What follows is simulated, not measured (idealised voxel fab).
voxel self aligned contacts: a process module
Square cells of 5 nm make up the cross-section cut, whose width is 245 nm.
A cross-section is written here as square cells arranged in a grid, and it is given in bands from the top down, each band taking up one or more rows of cells. It is stipulated that each band's entry specify, in nanometres, the height of the top of the band and then that of its bottom, followed by the materials of the band in left-to-right sequence, each together with its width in nanometres. A single material marked by the word "all across" is understood to fill the band from edge to edge; the word "blank" is understood to denote empty space. Convention: height 0 is the level below which the wafer, as received, is all one material. The lowest band does not terminate at the bottom but continues downward, represented as "0 -> down". Read "30 to 40" as a graded width: first number on top, second number at the bottom, same change between each pair of neighbouring rows. "remained the same" for a step: no cell of the cross-section changed in that step. Heads up: "Internal closed voids" only lists the empty pockets with no open path to the top that are 8 cells or more, and it writes them as width x height at distance, distance from the left edge, in nm. Past the settings on a step's line: simulator remark, on that step. overlay nm: mask right of planned place by this much (step with mask). Neg. = left.

### Listed below are the process steps as planned
1. RECEIVE: material Si
2. OXIDIZE: depth nm 5
3. DIRECTIONAL_DEP: material polySi, thk nm 30
4. DIRECTIONAL_DEP: material SiN, thk nm 15
5. MASKED_ETCH: tone cover, mask id GATE, width nm 35, pitch nm 70, etch materials SiN, depth nm 15, overlay nm 0
6. MASKED_ETCH: tone cover, mask id GATE, width nm 35, pitch nm 70, etch materials polySi, depth nm 30, overlay nm 0
7. CONFORMAL_DEP: material SiN, thk nm 5
8. DIRECTIONAL_ETCH: etch materials SiN, depth nm 5
9. FILL_DEP: material SiO2, thk nm 15
10. CMP: height nm 50
11. DIRECTIONAL_DEP: material aC, thk nm 15
12. PATTERN: tone open, mask id CONTACT, material resist, width nm 55, pitch nm 70, thk nm 35, overlay nm 0
13. DIRECTIONAL_ETCH: etch materials aC, depth nm 15
14. STRIP: etch materials resist
15. DIRECTIONAL_ETCH: etch materials SiO2, depth nm 55
16. STRIP: etch materials aC
17. CONFORMAL_DEP: material TiN, thk nm 5
18. FILL_DEP: material Ru, thk nm 10
19. CMP: height nm 50
20. CONFORMAL_DEP: material SiCN, thk nm 5

### Shown in cross-section is the wafer as received, that is, as it stands after step 1
* 0 -> down = Si all across
* Internal closed voids: none

### The cross-section shown corresponds to the wafer at the conclusion of the module. The initial structure and the process plan are those presented above; however, one mistake occurred in executing the plan
* 55 -> 50 = SiCN all across
* 50 -> 45 = 60 SiO2 | 20 TiN | 15 Ru | 20 TiN | 15 SiO2 | 20 TiN | 15 Ru | 20 TiN | 60 SiO2
* 45 -> 30 = 30 SiO2 | 45 SiN | 5 TiN | 15 Ru | 5 TiN | 45 SiN | 5 TiN | 15 Ru | 5 TiN | 45 SiN | 30 SiO2
* 30 -> 5 = 30 SiO2 | 5 SiN | 35 polySi | 5 SiN | 5 TiN | 15 Ru | 5 TiN | 5 SiN | 35 polySi | 5 SiN | 5 TiN | 15 Ru | 5 TiN | 5 SiN | 35 polySi | 5 SiN | 30 SiO2
* 5 -> 0 = 30 SiO2 | 5 SiN | 35 polySi | 5 SiN | 25 TiN | 5 SiN | 35 polySi | 5 SiN | 25 TiN | 5 SiN | 35 polySi | 5 SiN | 30 SiO2
* 0 -> down = Si all across
* Internal closed voids: none
So what did we get wrong on this run? step 2 in the plan did not get run; it was skipped
